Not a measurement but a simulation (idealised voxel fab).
This section sets out a process module, namely voxel spacer lines.
Each square cell in cross-section cut measures 5 nm, and the section as a whole is 175 nm wide.
A cross-section in this document is a grid of square cells, and it is written down as bands, the top band listed before the ones below it; a band is made up of one or more rows of cells. Read a band's entry like this: the first values are the height of its top and the height of its bottom in nm, and what follows is the sequence of materials from left to right, each with its width in nm. Note that "air" is empty space, and that a single material marked "throughout" reaches across the band from edge to edge. Heights are expressed relative to 0, this being the level below which the as-received wafer comprises one material exclusively. The lowest band is unbounded in the downward direction and is denoted as in "0 and below". Graded width ("30..40"): value in top row of band = first number; value in bottom row = second number; row-to-row change constant. "no alterations made" for a step: no cell of the cross-section changed in that step. "Catalogued sealed voids" lists enclosed empty spaces (at least 8 cells, no open path upward to the top), each as width x height at distance from the left edge, in nm. That trailing text on a step's line, after the settings, is the simulator's own remark on the step. overlay nm: for a step with a mask, the amount by which the mask lay right of where it was planned; a negative amount means left of it.
THE STEPS PLANNED FOR THE PROCESS ARE AS FOLLOWS
1,RECEIVE: material Si
2,CONFORMAL_DEP: material Al2O3, thk nm 10
3,DIRECTIONAL_DEP: material W, thk nm 15
4,DIRECTIONAL_DEP: material polySi, thk nm 25
5,PATTERN: tone cover, mask id MANDREL, material resist, width nm 20, pitch nm 60, thk nm 30, overlay nm 0
6,DIRECTIONAL_ETCH: etch materials polySi, depth nm 25
7,STRIP: etch materials resist
8,CONFORMAL_DEP: material SiN, thk nm 10
9,DIRECTIONAL_ETCH: etch materials SiN, depth nm 10
10,STRIP: etch materials polySi
11,DIRECTIONAL_ETCH: etch materials W, depth nm 15
12,STRIP: etch materials SiN
13,FILL_DEP: material SiO2, thk nm 10
14,CMP: height nm 25
FIRST OF TWO WAFERS: RUN AS PLANNED
SO THIS IS THE INCOMING WAFER IN CROSS-SECTION - IT'S ALREADY BEEN THROUGH STEP 1
> 0 and below: Si throughout
> Catalogued sealed voids: none
AFTER STEP 2, IN CROSS-SECTION
> 10 down to 0: Al2O3 throughout
> Anything lower than 0 is untouched.
AFTER STEP 3, IN CROSS-SECTION
> 25 down to 10: W throughout
> Anything lower than 10 is untouched.
AFTER STEP 4, IN CROSS-SECTION
> 50 down to 25: polySi throughout
> Anything lower than 25 is untouched.
AFTER STEP 5, IN CROSS-SECTION
> 80 down to 50: air 15, resist 20, air 40, resist 20, air 40, resist 20, air 20
> Anything lower than 50 is untouched.
AFTER STEP 6, IN CROSS-SECTION
> 80 down to 50: air 15, resist 20, air 40, resist 20, air 40, resist 20, air 20
> 50 down to 25: air 15, polySi 20, air 40, polySi 20, air 40, polySi 20, air 20
> Anything lower than 25 is untouched.
AFTER STEP 7, IN CROSS-SECTION
> 50 down to 25: air 15, polySi 20, air 40, polySi 20, air 40, polySi 20, air 20
> Anything lower than 25 is untouched.
AFTER STEP 8, IN CROSS-SECTION
> 60 down to 50: air 5, SiN 40, air 20, SiN 40, air 20, SiN 40, air 10
> 50 down to 35: air 5, SiN 10, polySi 20, SiN 10, air 20, SiN 10, polySi 20, SiN 10, air 20, SiN 10, polySi 20, SiN 10, air 10
> 35 down to 25: SiN 15, polySi 20, SiN 40, polySi 20, SiN 40, polySi 20, SiN 20
> Anything lower than 25 is untouched.
AFTER STEP 9, IN CROSS-SECTION
> 50 down to 25: air 5, SiN 10, polySi 20, SiN 10, air 20, SiN 10, polySi 20, SiN 10, air 20, SiN 10, polySi 20, SiN 10, air 10
> Anything lower than 25 is untouched.
AFTER STEP 10, IN CROSS-SECTION
> 50 down to 25: air 5, SiN 10, air 20, SiN 10, air 20, SiN 10, air 20, SiN 10, air 20, SiN 10, air 20, SiN 10, air 10
> Anything lower than 25 is untouched.
AFTER STEP 11, IN CROSS-SECTION
> 50 down to 25: air 5, SiN 10, air 20, SiN 10, air 20, SiN 10, air 20, SiN 10, air 20, SiN 10, air 20, SiN 10, air 10
> 25 down to 10: air 5, W 10, air 20, W 10, air 20, W 10, air 20, W 10, air 20, W 10, air 20, W 10, air 10
> Anything lower than 10 is untouched.
AFTER STEP 12, IN CROSS-SECTION
> 25 down to 10: air 5, W 10, air 20, W 10, air 20, W 10, air 20, W 10, air 20, W 10, air 20, W 10, air 10
> Anything lower than 10 is untouched.
AFTER STEP 13, IN CROSS-SECTION
> 35 down to 25: SiO2 throughout
> 25 down to 10: SiO2 5, W 10, SiO2 20, W 10, SiO2 20, W 10, SiO2 20, W 10, SiO2 20, W 10, SiO2 20, W 10, SiO2 10
> Anything lower than 10 is untouched.
AFTER STEP 14, IN CROSS-SECTION
> 25 down to 10: SiO2 5, W 10, SiO2 20, W 10, SiO2 20, W 10, SiO2 20, W 10, SiO2 20, W 10, SiO2 20, W 10, SiO2 10
> Anything lower than 10 is untouched.
FOR THE SECOND WAFER, TAKE THE FIRST WAFER'S START AND PLAN, THEN ADD ONE MISTAKE MADE IN RUNNING IT; EVERYTHING THROUGH STEP 8, THAT STEP INCLUDED, IS SHARED WITH THE FIRST
PLANNED END OF STEP 9: SECOND WAFER, CROSS-SECTION
> 50 down to 40: air 15, polySi 20, air 40, polySi 20, air 40, polySi 20, air 20
> 40 down to 25: air 5, SiN 10, polySi 20, SiN 10, air 20, SiN 10, polySi 20, SiN 10, air 20, SiN 10, polySi 20, SiN 10, air 10
> Anything lower than 25 is untouched.
PLANNED END OF STEP 10: SECOND WAFER, CROSS-SECTION
> 40 down to 25: air 5, SiN 10, air 20, SiN 10, air 20, SiN 10, air 20, SiN 10, air 20, SiN 10, air 20, SiN 10, air 10
> Anything lower than 25 is untouched.
PLANNED END OF STEP 11: SECOND WAFER, CROSS-SECTION
> 40 down to 25: air 5, SiN 10, air 20, SiN 10, air 20, SiN 10, air 20, SiN 10, air 20, SiN 10, air 20, SiN 10, air 10
> 25 down to 10: air 5, W 10, air 20, W 10, air 20, W 10, air 20, W 10, air 20, W 10, air 20, W 10, air 10
> Anything lower than 10 is untouched.
PLANNED END OF STEP 12: SECOND WAFER, CROSS-SECTION
> 25 down to 10: air 5, W 10, air 20, W 10, air 20, W 10, air 20, W 10, air 20, W 10, air 20, W 10, air 10
> Anything lower than 10 is untouched.
PLANNED END OF STEP 13: SECOND WAFER, CROSS-SECTION
> 35 down to 25: SiO2 throughout
> 25 down to 10: SiO2 5, W 10, SiO2 20, W 10, SiO2 20, W 10, SiO2 20, W 10, SiO2 20, W 10, SiO2 20, W 10, SiO2 10
> Anything lower than 10 is untouched.
PLANNED END OF STEP 14: SECOND WAFER, CROSS-SECTION
> 25 down to 10: SiO2 5, W 10, SiO2 20, W 10, SiO2 20, W 10, SiO2 20, W 10, SiO2 20, W 10, SiO2 20, W 10, SiO2 10
> Anything lower than 10 is untouched.
Against the plan, the run slipped here: plan step 9 ran twice
It should be noted that the final cross-sections of the two wafers coincide, and the mistake therefore has no effect on the output of this model.
